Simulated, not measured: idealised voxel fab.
process module | voxel wiring stack
cross-section cut | 165 nm wide | cells 5 nm
A cross-section is a grid of square cells, given in bands from the top down. A band is one or more rows of cells.
Each band's line starts with the height of the band's top and of its bottom, in nm. Then come its materials from left to right, each with its width in nm. One material with "throughout" fills the band from edge to edge. "air" is empty space.
Height 0 is the level under which the wafer as received is all one material. The lowest band goes on downwards, as in "0 down".
A width such as "30 to 40" changes by the same amount from each row of cells to the next, from the band's top row to its bottom row.
"no change" after a step means that no cell of the cross-section changed.
closed voids: empty space of 8 cells or more with no open way to the top, each as width x height at its distance from the left edge, in nm
after a step's settings: what the simulator itself notes on the step
overlay nm, on a step with a mask: how far to the right of its planned place the mask lay; to the left if negative
plan
1 op RECEIVE | material Si
2 op CONFORMAL_DEP | material SiO2 | thk nm 15
3 op CONFORMAL_DEP | material SiCN | thk nm 5
4 op DIRECTIONAL_DEP | material lowk | thk nm 25
5 op DIRECTIONAL_DEP | material aC | thk nm 10
6 op PATTERN | tone open | mask id METAL_1 | material resist | width nm 25 | pitch nm 40 | thk nm 25 | overlay nm 0
7 op DIRECTIONAL_ETCH | etch materials aC | depth nm 10
8 op STRIP | etch materials resist
9 op DIRECTIONAL_ETCH | etch materials lowk | depth nm 25
10 op DIRECTIONAL_ETCH | etch materials SiCN | depth nm 5
11 op STRIP | etch materials aC
12 op CONFORMAL_DEP | material TiN | thk nm 5
13 op FILL_DEP | material Cu | thk nm 10
14 op CMP | height nm 45
15 op CONFORMAL_DEP | material SiCN | thk nm 5
16 op DIRECTIONAL_DEP | material SiO2 | thk nm 20
17 op PATTERN | tone open | mask id PLUG_1 | material resist | width nm 15 | pitch nm 40 | thk nm 15 | overlay nm 0
18 op DIRECTIONAL_ETCH | etch materials SiO2 | depth nm 20
19 op DIRECTIONAL_ETCH | etch materials SiCN | depth nm 5
20 op STRIP | etch materials resist
21 op EPI | material Ru | thk nm 10
22 op EPI | material Ru | thk nm 10
23 op EPI | material Ru | thk nm 5
24 op CONFORMAL_DEP | material SiCN | thk nm 5
25 op DIRECTIONAL_DEP | material SiO2 | thk nm 20
26 op DIRECTIONAL_DEP | material aC | thk nm 10
27 op PATTERN | tone open | mask id METAL_2 | material resist | width nm 25 | pitch nm 40 | thk nm 25 | overlay nm 0
28 op DIRECTIONAL_ETCH | etch materials aC | depth nm 10
29 op STRIP | etch materials resist
30 op DIRECTIONAL_ETCH | etch materials SiO2 | depth nm 20
31 op DIRECTIONAL_ETCH | etch materials SiCN | depth nm 5
32 op STRIP | etch materials aC
33 op CONFORMAL_DEP | material TiN | thk nm 5
34 op FILL_DEP | material W | thk nm 10
35 op CMP | height nm 95
36 op CONFORMAL_DEP | material SiN | thk nm 5
as received, after step 1
  0 down: Si throughout
  closed voids: none
first wafer at the end, as planned
  100 to 95: SiN throughout
  95 to 75: SiO2 30 | TiN 5 | W 15 | TiN 5 | SiO2 15 | TiN 5 | W 15 | TiN 5 | SiO2 15 | TiN 5 | W 15 | TiN 5 | SiO2 30
  75 to 70: SiCN 30 | TiN 25 | SiCN 15 | TiN 25 | SiCN 15 | TiN 25 | SiCN 30
  70 to 50: SiO2 30 | Ru 15 | SiO2 25 | Ru 15 | SiO2 25 | Ru 15 | SiO2 40
  50 to 45: SiCN 30 | Ru 15 | SiCN 25 | Ru 15 | SiCN 25 | Ru 15 | SiCN 40
  45 to 20: lowk 30 | TiN 5 | Cu 15 | TiN 5 | lowk 15 | TiN 5 | Cu 15 | TiN 5 | lowk 15 | TiN 5 | Cu 15 | TiN 5 | lowk 30
  20 to 15: SiCN 30 | TiN 25 | SiCN 15 | TiN 25 | SiCN 15 | TiN 25 | SiCN 30
  15 to 0: SiO2 throughout
  0 down: Si throughout
  closed voids: none
second wafer at the end: like start, like plan, one mistake
  115 to 110: SiN throughout
  110 to 100: W throughout
  100 to 95: TiN 35 | W 15 | TiN 25 | W 15 | TiN 25 | W 15 | TiN 35
  95 to 75: SiO2 30 | TiN 5 | W 15 | TiN 5 | SiO2 15 | TiN 5 | W 15 | TiN 5 | SiO2 15 | TiN 5 | W 15 | TiN 5 | SiO2 30
  75 to 70: SiCN 30 | TiN 25 | SiCN 15 | TiN 25 | SiCN 15 | TiN 25 | SiCN 30
  70 to 50: SiO2 30 | Ru 15 | SiO2 25 | Ru 15 | SiO2 25 | Ru 15 | SiO2 40
  50 to 45: SiCN 30 | Ru 15 | SiCN 25 | Ru 15 | SiCN 25 | Ru 15 | SiCN 40
  45 to 20: lowk 30 | TiN 5 | Cu 15 | TiN 5 | lowk 15 | TiN 5 | Cu 15 | TiN 5 | lowk 15 | TiN 5 | Cu 15 | TiN 5 | lowk 30
  20 to 15: SiCN 30 | TiN 25 | SiCN 15 | TiN 25 | SiCN 15 | TiN 25 | SiCN 30
  15 to 0: SiO2 throughout
  0 down: Si throughout
  closed voids: none
what went wrong: step 35 was left out
at the end the second wafer has, in cells: 24 more of TiN | 75 more of W
